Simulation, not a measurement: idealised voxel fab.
Documented hereafter: the process module known as voxel self aligned vias.
Each square cell in cross-section cut measures 5 nm, and the section as a whole is 185 nm wide.
Reading order for cross-sections: top band down to bottom band. Underlying form: a grid of square cells. Band size: one or more rows of cells.
Look at the band entry: it leads with the top's height and the bottom's height in nm. Then it lists the materials left to right, with a width in nm for each. The word "all across" on a single material says that material fills the band edge to edge. The word "blank" is empty space.
Measure heights from 0. That's the level where, below it, the as-received wafer is all one material. The lowest band is bottomless and extends downward; write it as in "from 0 down".
The width entry "30->40" should be interpreted row by row: the top row of cells in the band takes the first number, the bottom row takes the second number, and the change between adjacent rows is uniform throughout.
It should be understood that the words "remains unaltered", when stated for a given step, signify that the cross-section underwent no change in any of its cells during that step.
Look at "Entrapped void list" for the closed voids: empty spaces with no open path to the top, sized 8 cells or up. Each is width x height at distance, distance from the left edge, all nm.
after a step's settings: what the simulator itself notes on the step
A step's line can hold "overlay nm"; with a mask on that step, the setting says how far right of the planned place the mask lay, while a negative setting says it lay to the left.

Planned step list for the process
1: op RECEIVE | material Si
2: op CONFORMAL_DEP | material SiO2 | thk nm 15
3: op CONFORMAL_DEP | material SiCN | thk nm 5
4: op DIRECTIONAL_DEP | material SiO2 | thk nm 20
5: op MASKED_ETCH | tone open | mask id LINES | width nm 25 | pitch nm 50 | etch materials SiO2 | depth nm 20 | overlay nm 0
6: op CONFORMAL_DEP | material TiN | thk nm 5
7: op FILL_DEP | material W | thk nm 10
8: op CMP | height nm 40
9: op SELECTIVE_ETCH | etch materials W Ru TiN | depth nm 5
10: op FILL_DEP | material SiN | thk nm 10
11: op CMP | height nm 40
12: op DIRECTIONAL_DEP | material SiO2 | thk nm 20
13: op MASKED_ETCH | tone open | mask id VIAS | width nm 35 | pitch nm 50 | etch materials SiO2 | depth nm 20 | overlay nm 0
14: op MASKED_ETCH | tone open | mask id VIAS | width nm 35 | pitch nm 50 | etch materials SiN | depth nm 5 | overlay nm 0
15: op CONFORMAL_DEP | material TiN | thk nm 5
16: op FILL_DEP | material Cu | thk nm 10
17: op CMP | height nm 60
18: op CONFORMAL_DEP | material SiCN | thk nm 5

as received, after step 1
  from 0 down  Si all across
  Entrapped void list: none

Cross-sectional result after module completion. Note: starting condition and plan are unchanged from above; one processing mistake was made
  from 65 to 60  SiCN all across
  from 60 to 45  Cu 20  TiN 5  SiO2 35  TiN 5  Cu 5  TiN 5  SiO2 35  TiN 5  Cu 5  TiN 5  SiO2 35  TiN 5  Cu 20
  from 45 to 40  TiN 25  SiO2 35  TiN 15  SiO2 35  TiN 15  SiO2 35  TiN 25
  from 40 to 35  SiO2 30  SiN 25  SiO2 25  SiN 25  SiO2 25  SiN 25  SiO2 30
  from 35 to 25  SiO2 30  TiN 5  W 15  TiN 5  SiO2 25  TiN 5  W 15  TiN 5  SiO2 25  TiN 5  W 15  TiN 5  SiO2 30
  from 25 to 20  SiO2 30  TiN 25  SiO2 25  TiN 25  SiO2 25  TiN 25  SiO2 30
  from 20 to 15  SiCN all across
  from 15 to 0  SiO2 all across
  from 0 down  Si all across
  Entrapped void list: none
The plan and the run diverged here: step 13 went in with a setting other than planned; the actual run was op MASKED_ETCH | tone cover | mask id VIAS | width nm 35 | pitch nm 50 | etch materials SiO2 | depth nm 20 | overlay nm 0
